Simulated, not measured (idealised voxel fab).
Presented below is a process module, voxel wiring stack.
Displayed cross-section: cut, width of 270 nm, square cells sized 5 nm.
Cross-section spec: square-cell grid; bands listed top down; each band is one or more rows.
The entry gives the band's vertical extent as a top height and a bottom height in nm, then its horizontal make-up as materials from left to right, each with a width in nm. "air" stands for empty space; a single material marked "all across" fills the band edge to edge.
The level at which height equals 0 is the one under which the wafer, as it arrives, is entirely one material. No lower edge exists for the bottom band, which continues downward and is notated as in "0 down".
The two numbers in a width such as "30 to 40" mark its ends across the band: the first belongs to the top row of cells, the second to the bottom row, and from each row to the next the width moves by the same amount.
Basically "remains unaltered" means that step didn't change any cell in the cross-section.
Empty spaces without an open route to the top, at least 8 cells in extent, make up the entry "Cavities, closed"; each is given as width x height at distance, where the distance is measured from the left edge, and all are in nm.
after a step's settings: what the simulator itself notes on the step
On any step carrying a mask, the "overlay nm" setting, if present on the step's line, tells how far right of its planned place the mask lay; negative values point to the left.
Pairs, read this way: before one process step on the one hand, after it on the other, the after cross-section ending at the lowest band that changed; the step between, settings included, beneath. Same starting wafer throughout, but possibly different runs of this module, so no pair continues from the pair above unless its entry headed "Pre-step condition" says so.

Pre-step condition:
  70 to 55 = 30 nm lowk / 5 nm TiN / 20 nm Cu / 5 nm TiN / 30 nm lowk / 5 nm TiN / 20 nm Cu / 5 nm TiN / 30 nm lowk / 5 nm TiN / 20 nm Cu / 5 nm TiN / 30 nm lowk / 5 nm TiN / 20 nm Cu / 5 nm TiN / 30 nm lowk
  55 to 50 = 30 nm lowk / 5 nm TiN / 5 nm Cu / 20 nm TiN / 30 nm lowk / 5 nm TiN / 5 nm Cu / 20 nm TiN / 30 nm lowk / 5 nm TiN / 5 nm Cu / 20 nm TiN / 30 nm lowk / 5 nm TiN / 5 nm Cu / 20 nm TiN / 30 nm lowk
  50 to 40 = 30 nm lowk / 5 nm TiN / 5 nm Cu / 5 nm TiN / 45 nm lowk / 5 nm TiN / 5 nm Cu / 5 nm TiN / 45 nm lowk / 5 nm TiN / 5 nm Cu / 5 nm TiN / 45 nm lowk / 5 nm TiN / 5 nm Cu / 5 nm TiN / 45 nm lowk
  40 to 35 = 30 nm SiCN / 15 nm TiN / 45 nm SiCN / 15 nm TiN / 45 nm SiCN / 15 nm TiN / 45 nm SiCN / 15 nm TiN / 45 nm SiCN
  35 to 30 = 30 nm SiN / 30 nm TiN / 30 nm SiN / 30 nm TiN / 30 nm SiN / 30 nm TiN / 30 nm SiN / 30 nm TiN / 30 nm SiN
  30 to 15 = lowk all across
  15 to 0 = SiO2 all across
  0 down = Si all across
  Cavities, closed: none

After:
  75 to 70 = SiCN all across
  below 70: unchanged
  Cavities, closed: none
Operation between the pre and post cross-sections above: CONFORMAL_DEP (material SiCN; thk nm 5)

Pre-step condition: look at the pair above, its after cross-section is where this step starts.

After:
  105 to 75 = lowk all across
  below 75: unchanged
  Cavities, closed: none
Operation between the pre and post cross-sections above: DIRECTIONAL_DEP (material lowk; thk nm 30)

Pre-step condition: look at the pair above, its after cross-section is where this step starts.

After:
  115 to 105 = aC all across
  below 105: unchanged
  Cavities, closed: none
Operation between the pre and post cross-sections above: DIRECTIONAL_DEP (material aC; thk nm 10)

Pre-step condition: look at the pair above, its after cross-section is where this step starts.

After:
  140 to 115 = 30 nm resist / 15 nm air / 105 nm resist / 15 nm air / 105 nm resist
  below 115: unchanged
  Cavities, closed: none
Operation between the pre and post cross-sections above: PATTERN (tone open; mask id METAL_3_HOLES; material resist; width nm 15; pitch nm 120; thk nm 25; overlay nm 0)

Pre-step condition: look at the pair above, its after cross-section is where this step starts.

After:
  130 to 115 = 30 nm resist / 15 nm air / 105 nm resist / 15 nm air / 105 nm resist
  115 to 105 = 30 nm aC / 15 nm air / 105 nm aC / 15 nm air / 105 nm aC
  below 105: unchanged
  Cavities, closed: none
Operation between the pre and post cross-sections above: DIRECTIONAL_ETCH (etch materials aC; depth nm 10)

Pre-step condition: look at the pair above, its after cross-section is where this step starts.

After:
  115 to 105 = 30 nm aC / 15 nm air / 105 nm aC / 15 nm air / 105 nm aC
  below 105: unchanged
  Cavities, closed: none
Operation between the pre and post cross-sections above: STRIP (etch materials resist)

Pre-step condition: look at the pair above, its after cross-section is where this step starts.

After:
  115 to 105 = 30 nm aC / 15 nm air / 105 nm aC / 15 nm air / 105 nm aC
  105 to 75 = 30 nm lowk / 15 nm air / 105 nm lowk / 15 nm air / 105 nm lowk
  below 75: unchanged
  Cavities, closed: none
Operation between the pre and post cross-sections above: DIRECTIONAL_ETCH (etch materials lowk; depth nm 30)

Pre-step condition: look at the pair above, its after cross-section is where this step starts.

After:
  105 to 75 = 30 nm lowk / 15 nm air / 105 nm lowk / 15 nm air / 105 nm lowk
  below 75: unchanged
  Cavities, closed: none
Operation between the pre and post cross-sections above: STRIP (etch materials aC)

Pre-step condition: look at the pair above, its after cross-section is where this step starts.

After:
  115 to 105 = 30 nm aC / 15 nm air / 105 nm aC / 15 nm air / 105 nm aC
  105 to 85 = 30 nm lowk / 15 nm air / 105 nm lowk / 15 nm air / 105 nm lowk
  85 to 75 = 30 nm lowk / 15 nm aC / 105 nm lowk / 15 nm aC / 105 nm lowk
  below 75: unchanged
  Cavities, closed: none
Operation between the pre and post cross-sections above: DIRECTIONAL_DEP (material aC; thk nm 10)

Pre-step condition: look at the pair above, its after cross-section is where this step starts.

After:
  140 to 115 = 30 nm resist / 30 nm air / 30 nm resist / 30 nm air / 30 nm resist / 30 nm air / 30 nm resist / 30 nm air / 30 nm resist
  below 115: unchanged
  Cavities, closed: none
Operation between the pre and post cross-sections above: PATTERN (tone open; mask id METAL_3; material resist; width nm 30; pitch nm 60; thk nm 25; overlay nm 0)

Pre-step condition: look at the pair above, its after cross-section is where this step starts.

After:
  130 to 115 = 30 nm resist / 30 nm air / 30 nm resist / 30 nm air / 30 nm resist / 30 nm air / 30 nm resist / 30 nm air / 30 nm resist
  115 to 105 = 30 nm aC / 30 nm air / 30 nm aC / 30 nm air / 30 nm aC / 30 nm air / 30 nm aC / 30 nm air / 30 nm aC
  105 to 75 = 30 nm lowk / 15 nm air / 105 nm lowk / 15 nm air / 105 nm lowk
  below 75: unchanged
  Cavities, closed: none
Operation between the pre and post cross-sections above: DIRECTIONAL_ETCH (etch materials aC; depth nm 10)

Pre-step condition: look at the pair above, its after cross-section is where this step starts.

After:
  115 to 105 = 30 nm aC / 30 nm air / 30 nm aC / 30 nm air / 30 nm aC / 30 nm air / 30 nm aC / 30 nm air / 30 nm aC
  below 105: unchanged
  Cavities, closed: none
Operation between the pre and post cross-sections above: STRIP (etch materials resist)

Pre-step condition: look at the pair above, its after cross-section is where this step starts.

After:
  115 to 105 = 30 nm aC / 30 nm air / 30 nm aC / 30 nm air / 30 nm aC / 30 nm air / 30 nm aC / 30 nm air / 30 nm aC
  105 to 90 = 30 nm lowk / 30 nm air / 30 nm lowk / 30 nm air / 30 nm lowk / 30 nm air / 30 nm lowk / 30 nm air / 30 nm lowk
  below 90: unchanged
  Cavities, closed: none
Operation between the pre and post cross-sections above: DIRECTIONAL_ETCH (etch materials lowk; depth nm 15)

Pre-step condition: look at the pair above, its after cross-section is where this step starts.

After:
  115 to 105 = 30 nm aC / 30 nm air / 30 nm aC / 30 nm air / 30 nm aC / 30 nm air / 30 nm aC / 30 nm air / 30 nm aC
  105 to 90 = 30 nm lowk / 30 nm air / 30 nm lowk / 30 nm air / 30 nm lowk / 30 nm air / 30 nm lowk / 30 nm air / 30 nm lowk
  90 to 75 = 30 nm lowk / 15 nm air / 105 nm lowk / 15 nm air / 105 nm lowk
  75 to 70 = 30 nm SiCN / 15 nm air / 105 nm SiCN / 15 nm air / 105 nm SiCN
  below 70: unchanged
  Cavities, closed: none
Operation between the pre and post cross-sections above: DIRECTIONAL_ETCH (etch materials SiCN; depth nm 5)

Pre-step condition: look at the pair above, its after cross-section is where this step starts.

After:
  105 to 90 = 30 nm lowk / 30 nm air / 30 nm lowk / 30 nm air / 30 nm lowk / 30 nm air / 30 nm lowk / 30 nm air / 30 nm lowk
  below 90: unchanged
  Cavities, closed: none
Operation between the pre and post cross-sections above: STRIP (etch materials aC)

Pre-step condition: look at the pair above, its after cross-section is where this step starts.

After:
  110 to 105 = 35 nm TiN / 20 nm air / 40 nm TiN / 20 nm air / 40 nm TiN / 20 nm air / 40 nm TiN / 20 nm air / 35 nm TiN
  105 to 95 = 30 nm lowk / 5 nm TiN / 20 nm air / 5 nm TiN / 30 nm lowk / 5 nm TiN / 20 nm air / 5 nm TiN / 30 nm lowk / 5 nm TiN / 20 nm air / 5 nm TiN / 30 nm lowk / 5 nm TiN / 20 nm air / 5 nm TiN / 30 nm lowk
  95 to 90 = 30 nm lowk / 5 nm TiN / 5 nm air / 20 nm TiN / 30 nm lowk / 30 nm TiN / 30 nm lowk / 5 nm TiN / 5 nm air / 20 nm TiN / 30 nm lowk / 30 nm TiN / 30 nm lowk
  90 to 75 = 30 nm lowk / 5 nm TiN / 5 nm air / 5 nm TiN / 105 nm lowk / 5 nm TiN / 5 nm air / 5 nm TiN / 105 nm lowk
  75 to 70 = 30 nm SiCN / 15 nm TiN / 105 nm SiCN / 15 nm TiN / 105 nm SiCN
  below 70: unchanged
  Cavities, closed: none
Operation between the pre and post cross-sections above: CONFORMAL_DEP (material TiN; thk nm 5)

Pre-step condition: look at the pair above, its after cross-section is where this step starts.

After:
  115 to 110 = Cu all across
  110 to 105 = 35 nm TiN / 20 nm Cu / 40 nm TiN / 20 nm Cu / 40 nm TiN / 20 nm Cu / 40 nm TiN / 20 nm Cu / 35 nm TiN
  105 to 95 = 30 nm lowk / 5 nm TiN / 20 nm Cu / 5 nm TiN / 30 nm lowk / 5 nm TiN / 20 nm Cu / 5 nm TiN / 30 nm lowk / 5 nm TiN / 20 nm Cu / 5 nm TiN / 30 nm lowk / 5 nm TiN / 20 nm Cu / 5 nm TiN / 30 nm lowk
  95 to 90 = 30 nm lowk / 5 nm TiN / 5 nm Cu / 20 nm TiN / 30 nm lowk / 30 nm TiN / 30 nm lowk / 5 nm TiN / 5 nm Cu / 20 nm TiN / 30 nm lowk / 30 nm TiN / 30 nm lowk
  90 to 75 = 30 nm lowk / 5 nm TiN / 5 nm Cu / 5 nm TiN / 105 nm lowk / 5 nm TiN / 5 nm Cu / 5 nm TiN / 105 nm lowk
  below 75: unchanged
  Cavities, closed: none
Operation between the pre and post cross-sections above: FILL_DEP (material Cu; thk nm 5)

Pre-step condition: look at the pair above, its after cross-section is where this step starts.

After:
  105 to 95 = 30 nm lowk / 5 nm TiN / 20 nm Cu / 5 nm TiN / 30 nm lowk / 5 nm TiN / 20 nm Cu / 5 nm TiN / 30 nm lowk / 5 nm TiN / 20 nm Cu / 5 nm TiN / 30 nm lowk / 5 nm TiN / 20 nm Cu / 5 nm TiN / 30 nm lowk
  below 95: unchanged
  Cavities, closed: none
Operation between the pre and post cross-sections above: CMP (height nm 105)

Pre-step condition: look at the pair above, its after cross-section is where this step starts.

After:
  110 to 105 = SiCN all across
  below 105: unchanged
  Cavities, closed: none
Operation between the pre and post cross-sections above: CONFORMAL_DEP (material SiCN; thk nm 5)

Pre-step condition:
  75 to 70 = SiCN all across
  70 to 55 = 30 nm lowk / 5 nm TiN / 20 nm Cu / 5 nm TiN / 30 nm lowk / 5 nm TiN / 20 nm Cu / 5 nm TiN / 30 nm lowk / 5 nm TiN / 20 nm Cu / 5 nm TiN / 30 nm lowk / 5 nm TiN / 20 nm Cu / 5 nm TiN / 30 nm lowk
  55 to 50 = 30 nm lowk / 5 nm TiN / 5 nm Cu / 20 nm TiN / 30 nm lowk / 5 nm TiN / 5 nm Cu / 20 nm TiN / 30 nm lowk / 5 nm TiN / 5 nm Cu / 20 nm TiN / 30 nm lowk / 5 nm TiN / 5 nm Cu / 20 nm TiN / 30 nm lowk
  50 to 40 = 30 nm lowk / 5 nm TiN / 5 nm Cu / 5 nm TiN / 45 nm lowk / 5 nm TiN / 5 nm Cu / 5 nm TiN / 45 nm lowk / 5 nm TiN / 5 nm Cu / 5 nm TiN / 45 nm lowk / 5 nm TiN / 5 nm Cu / 5 nm TiN / 45 nm lowk
  40 to 35 = 30 nm SiCN / 15 nm TiN / 45 nm SiCN / 15 nm TiN / 45 nm SiCN / 15 nm TiN / 45 nm SiCN / 15 nm TiN / 45 nm SiCN
  35 to 20 = 30 nm lowk / 5 nm TiN / 20 nm Cu / 5 nm TiN / 30 nm lowk / 5 nm TiN / 20 nm Cu / 5 nm TiN / 30 nm lowk / 5 nm TiN / 20 nm Cu / 5 nm TiN / 30 nm lowk / 5 nm TiN / 20 nm Cu / 5 nm TiN / 30 nm lowk
  20 to 15 = 30 nm SiN / 30 nm TiN / 30 nm SiN / 30 nm TiN / 30 nm SiN / 30 nm TiN / 30 nm SiN / 30 nm TiN / 30 nm SiN
  15 to 0 = SiO2 all across
  0 down = Si all across
  Cavities, closed: none

After:
  95 to 75 = lowk all across
  below 75: unchanged
  Cavities, closed: none
Operation between the pre and post cross-sections above: DIRECTIONAL_DEP (material lowk; thk nm 20)

Pre-step condition: look at the pair above, its after cross-section is where this step starts.

After:
  105 to 95 = aC all across
  below 95: unchanged
  Cavities, closed: none
Operation between the pre and post cross-sections above: DIRECTIONAL_DEP (material aC; thk nm 10)

Pre-step condition: look at the pair above, its after cross-section is where this step starts.

After:
  130 to 105 = 30 nm resist / 15 nm air / 105 nm resist / 15 nm air / 105 nm resist
  below 105: unchanged
  Cavities, closed: none
Operation between the pre and post cross-sections above: PATTERN (tone open; mask id METAL_3_HOLES; material resist; width nm 15; pitch nm 120; thk nm 25; overlay nm 0)

Pre-step condition: look at the pair above, its after cross-section is where this step starts.

After:
  120 to 105 = 30 nm resist / 15 nm air / 105 nm resist / 15 nm air / 105 nm resist
  105 to 95 = 30 nm aC / 15 nm air / 105 nm aC / 15 nm air / 105 nm aC
  below 95: unchanged
  Cavities, closed: none
Operation between the pre and post cross-sections above: DIRECTIONAL_ETCH (etch materials aC; depth nm 10)

Pre-step condition: look at the pair above, its after cross-section is where this step starts.

After:
  105 to 95 = 30 nm aC / 15 nm air / 105 nm aC / 15 nm air / 105 nm aC
  below 95: unchanged
  Cavities, closed: none
Operation between the pre and post cross-sections above: STRIP (etch materials resist)

Pre-step condition: look at the pair above, its after cross-section is where this step starts.

After:
  105 to 95 = 30 nm aC / 15 nm air / 105 nm aC / 15 nm air / 105 nm aC
  95 to 75 = 30 nm lowk / 15 nm air / 105 nm lowk / 15 nm air / 105 nm lowk
  below 75: unchanged
  Cavities, closed: none
Operation between the pre and post cross-sections above: DIRECTIONAL_ETCH (etch materials lowk; depth nm 30)

Pre-step condition: look at the pair above, its after cross-section is where this step starts.

After:
  95 to 75 = 30 nm lowk / 15 nm air / 105 nm lowk / 15 nm air / 105 nm lowk
  below 75: unchanged
  Cavities, closed: none
Operation between the pre and post cross-sections above: STRIP (etch materials aC)

Pre-step condition: look at the pair above, its after cross-section is where this step starts.

After:
  105 to 95 = 30 nm aC / 15 nm air / 105 nm aC / 15 nm air / 105 nm aC
  95 to 85 = 30 nm lowk / 15 nm air / 105 nm lowk / 15 nm air / 105 nm lowk
  85 to 75 = 30 nm lowk / 15 nm aC / 105 nm lowk / 15 nm aC / 105 nm lowk
  below 75: unchanged
  Cavities, closed: none
Operation between the pre and post cross-sections above: DIRECTIONAL_DEP (material aC; thk nm 10)

Pre-step condition: look at the pair above, its after cross-section is where this step starts.

After:
  130 to 105 = 30 nm resist / 30 nm air / 30 nm resist / 30 nm air / 30 nm resist / 30 nm air / 30 nm resist / 30 nm air / 30 nm resist
  below 105: unchanged
  Cavities, closed: none
Operation between the pre and post cross-sections above: PATTERN (tone open; mask id METAL_3; material resist; width nm 30; pitch nm 60; thk nm 25; overlay nm 0)

Pre-step condition: look at the pair above, its after cross-section is where this step starts.

After:
  120 to 105 = 30 nm resist / 30 nm air / 30 nm resist / 30 nm air / 30 nm resist / 30 nm air / 30 nm resist / 30 nm air / 30 nm resist
  105 to 95 = 30 nm aC / 30 nm air / 30 nm aC / 30 nm air / 30 nm aC / 30 nm air / 30 nm aC / 30 nm air / 30 nm aC
  95 to 75 = 30 nm lowk / 15 nm air / 105 nm lowk / 15 nm air / 105 nm lowk
  below 75: unchanged
  Cavities, closed: none
Operation between the pre and post cross-sections above: DIRECTIONAL_ETCH (etch materials aC; depth nm 10)

Pre-step condition: look at the pair above, its after cross-section is where this step starts.

After:
  105 to 95 = 30 nm aC / 30 nm air / 30 nm aC / 30 nm air / 30 nm aC / 30 nm air / 30 nm aC / 30 nm air / 30 nm aC
  below 95: unchanged
  Cavities, closed: none
Operation between the pre and post cross-sections above: STRIP (etch materials resist)

Pre-step condition: look at the pair above, its after cross-section is where this step starts.

After:
  105 to 95 = 30 nm aC / 30 nm air / 30 nm aC / 30 nm air / 30 nm aC / 30 nm air / 30 nm aC / 30 nm air / 30 nm aC
  95 to 80 = 30 nm lowk / 30 nm air / 30 nm lowk / 30 nm air / 30 nm lowk / 30 nm air / 30 nm lowk / 30 nm air / 30 nm lowk
  below 80: unchanged
  Cavities, closed: none
Operation between the pre and post cross-sections above: DIRECTIONAL_ETCH (etch materials lowk; depth nm 15)

Pre-step condition: look at the pair above, its after cross-section is where this step starts.

After:
  105 to 95 = 30 nm aC / 30 nm air / 30 nm aC / 30 nm air / 30 nm aC / 30 nm air / 30 nm aC / 30 nm air / 30 nm aC
  95 to 80 = 30 nm lowk / 30 nm air / 30 nm lowk / 30 nm air / 30 nm lowk / 30 nm air / 30 nm lowk / 30 nm air / 30 nm lowk
  80 to 75 = 30 nm lowk / 15 nm air / 105 nm lowk / 15 nm air / 105 nm lowk
  75 to 70 = 30 nm SiCN / 15 nm air / 105 nm SiCN / 15 nm air / 105 nm SiCN
  below 70: unchanged
  Cavities, closed: none
Operation between the pre and post cross-sections above: DIRECTIONAL_ETCH (etch materials SiCN; depth nm 5)

Pre-step condition: look at the pair above, its after cross-section is where this step starts.

After:
  95 to 80 = 30 nm lowk / 30 nm air / 30 nm lowk / 30 nm air / 30 nm lowk / 30 nm air / 30 nm lowk / 30 nm air / 30 nm lowk
  below 80: unchanged
  Cavities, closed: none
Operation between the pre and post cross-sections above: STRIP (etch materials aC)

Pre-step condition: look at the pair above, its after cross-section is where this step starts.

After:
  100 to 95 = 35 nm TiN / 20 nm air / 40 nm TiN / 20 nm air / 40 nm TiN / 20 nm air / 40 nm TiN / 20 nm air / 35 nm TiN
  95 to 85 = 30 nm lowk / 5 nm TiN / 20 nm air / 5 nm TiN / 30 nm lowk / 5 nm TiN / 20 nm air / 5 nm TiN / 30 nm lowk / 5 nm TiN / 20 nm air / 5 nm TiN / 30 nm lowk / 5 nm TiN / 20 nm air / 5 nm TiN / 30 nm lowk
  85 to 80 = 30 nm lowk / 5 nm TiN / 5 nm air / 20 nm TiN / 30 nm lowk / 30 nm TiN / 30 nm lowk / 5 nm TiN / 5 nm air / 20 nm TiN / 30 nm lowk / 30 nm TiN / 30 nm lowk
  80 to 75 = 30 nm lowk / 5 nm TiN / 5 nm air / 5 nm TiN / 105 nm lowk / 5 nm TiN / 5 nm air / 5 nm TiN / 105 nm lowk
  75 to 70 = 30 nm SiCN / 15 nm TiN / 105 nm SiCN / 15 nm TiN / 105 nm SiCN
  below 70: unchanged
  Cavities, closed: none
Operation between the pre and post cross-sections above: CONFORMAL_DEP (material TiN; thk nm 5)

Pre-step condition: look at the pair above, its after cross-section is where this step starts.

After:
  105 to 100 = Cu all across
  100 to 95 = 35 nm TiN / 20 nm Cu / 40 nm TiN / 20 nm Cu / 40 nm TiN / 20 nm Cu / 40 nm TiN / 20 nm Cu / 35 nm TiN
  95 to 85 = 30 nm lowk / 5 nm TiN / 20 nm Cu / 5 nm TiN / 30 nm lowk / 5 nm TiN / 20 nm Cu / 5 nm TiN / 30 nm lowk / 5 nm TiN / 20 nm Cu / 5 nm TiN / 30 nm lowk / 5 nm TiN / 20 nm Cu / 5 nm TiN / 30 nm lowk
  85 to 80 = 30 nm lowk / 5 nm TiN / 5 nm Cu / 20 nm TiN / 30 nm lowk / 30 nm TiN / 30 nm lowk / 5 nm TiN / 5 nm Cu / 20 nm TiN / 30 nm lowk / 30 nm TiN / 30 nm lowk
  80 to 75 = 30 nm lowk / 5 nm TiN / 5 nm Cu / 5 nm TiN / 105 nm lowk / 5 nm TiN / 5 nm Cu / 5 nm TiN / 105 nm lowk
  below 75: unchanged
  Cavities, closed: none
Operation between the pre and post cross-sections above: FILL_DEP (material Cu; thk nm 5)

Pre-step condition: look at the pair above, its after cross-section is where this step starts.

After:
  110 to 105 = SiCN all across
  below 105: unchanged
  Cavities, closed: none
Operation between the pre and post cross-sections above: CONFORMAL_DEP (material SiCN; thk nm 5)

Pre-step condition:
  115 to 105 = 30 nm aC / 15 nm air / 105 nm aC / 15 nm air / 105 nm aC
  105 to 85 = 30 nm lowk / 15 nm air / 105 nm lowk / 15 nm air / 105 nm lowk
  85 to 75 = 30 nm lowk / 15 nm aC / 105 nm lowk / 15 nm aC / 105 nm lowk
  75 to 70 = SiCN all across
  70 to 55 = 30 nm lowk / 5 nm TiN / 20 nm Cu / 5 nm TiN / 30 nm lowk / 5 nm TiN / 20 nm Cu / 5 nm TiN / 30 nm lowk / 5 nm TiN / 20 nm Cu / 5 nm TiN / 30 nm lowk / 5 nm TiN / 20 nm Cu / 5 nm TiN / 30 nm lowk
  55 to 50 = 30 nm lowk / 5 nm TiN / 5 nm Cu / 20 nm TiN / 30 nm lowk / 5 nm TiN / 5 nm Cu / 20 nm TiN / 30 nm lowk / 5 nm TiN / 5 nm Cu / 20 nm TiN / 30 nm lowk / 5 nm TiN / 5 nm Cu / 20 nm TiN / 30 nm lowk
  50 to 40 = 30 nm lowk / 5 nm TiN / 5 nm Cu / 5 nm TiN / 45 nm lowk / 5 nm TiN / 5 nm Cu / 5 nm TiN / 45 nm lowk / 5 nm TiN / 5 nm Cu / 5 nm TiN / 45 nm lowk / 5 nm TiN / 5 nm Cu / 5 nm TiN / 45 nm lowk
  40 to 35 = 30 nm SiCN / 15 nm TiN / 45 nm SiCN / 15 nm TiN / 45 nm SiCN / 15 nm TiN / 45 nm SiCN / 15 nm TiN / 45 nm SiCN
  35 to 20 = 30 nm lowk / 5 nm TiN / 20 nm Cu / 5 nm TiN / 30 nm lowk / 5 nm TiN / 20 nm Cu / 5 nm TiN / 30 nm lowk / 5 nm TiN / 20 nm Cu / 5 nm TiN / 30 nm lowk / 5 nm TiN / 20 nm Cu / 5 nm TiN / 30 nm lowk
  20 to 15 = 30 nm SiN / 30 nm TiN / 30 nm SiN / 30 nm TiN / 30 nm SiN / 30 nm TiN / 30 nm SiN / 30 nm TiN / 30 nm SiN
  15 to 0 = SiO2 all across
  0 down = Si all across
  Cavities, closed: none

After:
  140 to 115 = 30 nm resist / 35 nm air / 25 nm resist / 35 nm air / 25 nm resist / 35 nm air / 25 nm resist / 35 nm air / 25 nm resist
  below 115: unchanged
  Cavities, closed: none
Operation between the pre and post cross-sections above: PATTERN (tone open; mask id METAL_3; material resist; width nm 35; pitch nm 60; thk nm 25; overlay nm 0)

Pre-step condition: look at the pair above, its after cross-section is where this step starts.

After:
  130 to 115 = 30 nm resist / 35 nm air / 25 nm resist / 35 nm air / 25 nm resist / 35 nm air / 25 nm resist / 35 nm air / 25 nm resist
  115 to 105 = 30 nm aC / 35 nm air / 25 nm aC / 35 nm air / 25 nm aC / 35 nm air / 25 nm aC / 35 nm air / 25 nm aC
  105 to 75 = 30 nm lowk / 15 nm air / 105 nm lowk / 15 nm air / 105 nm lowk
  below 75: unchanged
  Cavities, closed: none
Operation between the pre and post cross-sections above: DIRECTIONAL_ETCH (etch materials aC; depth nm 10)

Pre-step condition: look at the pair above, its after cross-section is where this step starts.

After:
  115 to 105 = 30 nm aC / 35 nm air / 25 nm aC / 35 nm air / 25 nm aC / 35 nm air / 25 nm aC / 35 nm air / 25 nm aC
  below 105: unchanged
  Cavities, closed: none
Operation between the pre and post cross-sections above: STRIP (etch materials resist)

Pre-step condition: look at the pair above, its after cross-section is where this step starts.

After:
  115 to 105 = 30 nm aC / 35 nm air / 25 nm aC / 35 nm air / 25 nm aC / 35 nm air / 25 nm aC / 35 nm air / 25 nm aC
  105 to 90 = 30 nm lowk / 35 nm air / 25 nm lowk / 35 nm air / 25 nm lowk / 35 nm air / 25 nm lowk / 35 nm air / 25 nm lowk
  below 90: unchanged
  Cavities, closed: none
Operation between the pre and post cross-sections above: DIRECTIONAL_ETCH (etch materials lowk; depth nm 15)

Pre-step condition: look at the pair above, its after cross-section is where this step starts.

After:
  115 to 105 = 30 nm aC / 35 nm air / 25 nm aC / 35 nm air / 25 nm aC / 35 nm air / 25 nm aC / 35 nm air / 25 nm aC
  105 to 90 = 30 nm lowk / 35 nm air / 25 nm lowk / 35 nm air / 25 nm lowk / 35 nm air / 25 nm lowk / 35 nm air / 25 nm lowk
  90 to 75 = 30 nm lowk / 15 nm air / 105 nm lowk / 15 nm air / 105 nm lowk
  75 to 70 = 30 nm SiCN / 15 nm air / 105 nm SiCN / 15 nm air / 105 nm SiCN
  below 70: unchanged
  Cavities, closed: none
Operation between the pre and post cross-sections above: DIRECTIONAL_ETCH (etch materials SiCN; depth nm 5)

Pre-step condition: look at the pair above, its after cross-section is where this step starts.

After:
  105 to 90 = 30 nm lowk / 35 nm air / 25 nm lowk / 35 nm air / 25 nm lowk / 35 nm air / 25 nm lowk / 35 nm air / 25 nm lowk
  below 90: unchanged
  Cavities, closed: none
Operation between the pre and post cross-sections above: STRIP (etch materials aC)

Pre-step condition: look at the pair above, its after cross-section is where this step starts.

After:
  110 to 105 = 35 nm TiN / 25 nm air / 35 nm TiN / 25 nm air / 35 nm TiN / 25 nm air / 35 nm TiN / 25 nm air / 30 nm TiN
  105 to 95 = 30 nm lowk / 5 nm TiN / 25 nm air / 5 nm TiN / 25 nm lowk / 5 nm TiN / 25 nm air / 5 nm TiN / 25 nm lowk / 5 nm TiN / 25 nm air / 5 nm TiN / 25 nm lowk / 5 nm TiN / 25 nm air / 5 nm TiN / 25 nm lowk
  95 to 90 = 30 nm lowk / 5 nm TiN / 5 nm air / 25 nm TiN / 25 nm lowk / 35 nm TiN / 25 nm lowk / 5 nm TiN / 5 nm air / 25 nm TiN / 25 nm lowk / 35 nm TiN / 25 nm lowk
  90 to 75 = 30 nm lowk / 5 nm TiN / 5 nm air / 5 nm TiN / 105 nm lowk / 5 nm TiN / 5 nm air / 5 nm TiN / 105 nm lowk
  75 to 70 = 30 nm SiCN / 15 nm TiN / 105 nm SiCN / 15 nm TiN / 105 nm SiCN
  below 70: unchanged
  Cavities, closed: none
Operation between the pre and post cross-sections above: CONFORMAL_DEP (material TiN; thk nm 5)

Pre-step condition: look at the pair above, its after cross-section is where this step starts.

After:
  115 to 110 = Cu all across
  110 to 105 = 35 nm TiN / 25 nm Cu / 35 nm TiN / 25 nm Cu / 35 nm TiN / 25 nm Cu / 35 nm TiN / 25 nm Cu / 30 nm TiN
  105 to 95 = 30 nm lowk / 5 nm TiN / 25 nm Cu / 5 nm TiN / 25 nm lowk / 5 nm TiN / 25 nm Cu / 5 nm TiN / 25 nm lowk / 5 nm TiN / 25 nm Cu / 5 nm TiN / 25 nm lowk / 5 nm TiN / 25 nm Cu / 5 nm TiN / 25 nm lowk
  95 to 90 = 30 nm lowk / 5 nm TiN / 5 nm Cu / 25 nm TiN / 25 nm lowk / 35 nm TiN / 25 nm lowk / 5 nm TiN / 5 nm Cu / 25 nm TiN / 25 nm lowk / 35 nm TiN / 25 nm lowk
  90 to 75 = 30 nm lowk / 5 nm TiN / 5 nm Cu / 5 nm TiN / 105 nm lowk / 5 nm TiN / 5 nm Cu / 5 nm TiN / 105 nm lowk
  below 75: unchanged
  Cavities, closed: none
Operation between the pre and post cross-sections above: FILL_DEP (material Cu; thk nm 5)

Pre-step condition: look at the pair above, its after cross-section is where this step starts.

After:
  105 to 95 = 30 nm lowk / 5 nm TiN / 25 nm Cu / 5 nm TiN / 25 nm lowk / 5 nm TiN / 25 nm Cu / 5 nm TiN / 25 nm lowk / 5 nm TiN / 25 nm Cu / 5 nm TiN / 25 nm lowk / 5 nm TiN / 25 nm Cu / 5 nm TiN / 25 nm lowk
  below 95: unchanged
  Cavities, closed: none
Operation between the pre and post cross-sections above: CMP (height nm 105)

Pre-step condition: look at the pair above, its after cross-section is where this step starts.

After:
  110 to 105 = SiCN all across
  below 105: unchanged
  Cavities, closed: none
Operation between the pre and post cross-sections above: CONFORMAL_DEP (material SiCN; thk nm 5)
